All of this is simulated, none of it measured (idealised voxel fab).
Process module, titled voxel released beams
In the cross-section labelled cut, the width is 215 nm and each square cell is 5 nm.
This document writes a cross-section as a grid whose cells are square, and gives it as bands, listed from the top down; one or more rows of cells form a band. Per band: top height and bottom height in nm, followed by the left-to-right materials and their widths in nm; "everywhere" marks a single material spanning edge to edge, "air" marks empty space. Where do heights start? At 0: under that level the wafer as delivered is made of one material only. And the lowest band has no floor; it just carries on downward, as in "z 0 and below". Top row gets the first number, bottom row gets the second, and each row in between changes by the same step: that is how a band width like "30 to 40" works. Given "remained unchanged" for a step, no cell of the cross-section differs between before and after that step. For the entry "Closed cavity list", the listed items are empty spaces with no open way to the top whose size is 8 cells or more; each item follows the pattern width x height at distance, where distance is from the left edge and all three are in nm. That trailing text on a step's line, after the settings, is the simulator's own remark on the step. overlay nm: where the mask lay relative to plan, measured to the right, on steps with a mask; negatives go left.
**Below is the list of planned process steps**
step 1: RECEIVE | material Si
step 2: CONFORMAL_DEP | material Al2O3 | thk nm 5
step 3: DIRECTIONAL_DEP | material SiO2 | thk nm 15
step 4: DIRECTIONAL_DEP | material aC | thk nm 15
step 5: PATTERN | tone open | mask id ANCHOR | material resist | width nm 35 | thk nm 35 | overlay nm 0
step 6: DIRECTIONAL_ETCH | etch materials aC | depth nm 15
step 7: STRIP | etch materials resist
step 8: DIRECTIONAL_ETCH | etch materials SiO2 | depth nm 15
step 9: STRIP | etch materials aC
step 10: CONFORMAL_DEP | material SiN | thk nm 15
step 11: PATTERN | tone cover | mask id BEAM | material resist | width nm 95 | thk nm 15 | overlay nm 0
step 12: DIRECTIONAL_ETCH | etch materials SiN | depth nm 15
step 13: STRIP | etch materials resist
step 14: STRIP | etch materials SiO2
**Cross-section of the wafer upon arrival, representing the state reached after step 1**
- z 0 and below = Si everywhere
- Closed cavity list: none
**One mistake in running the module, otherwise start and plan as above: cross-section at the end**
- z 35 to 20 = Al2O3: 75, air: 5, Al2O3: 135
- z 20 to 5 = SiO2: 60, Al2O3: 35, SiO2: 120
- z 5 to 0 = Al2O3 everywhere
- z 0 and below = Si everywhere
- Closed cavity list: none
what went wrong: step 10 ran with different settings than intended, the actual operation and settings being CONFORMAL_DEP | material Al2O3 | thk nm 15
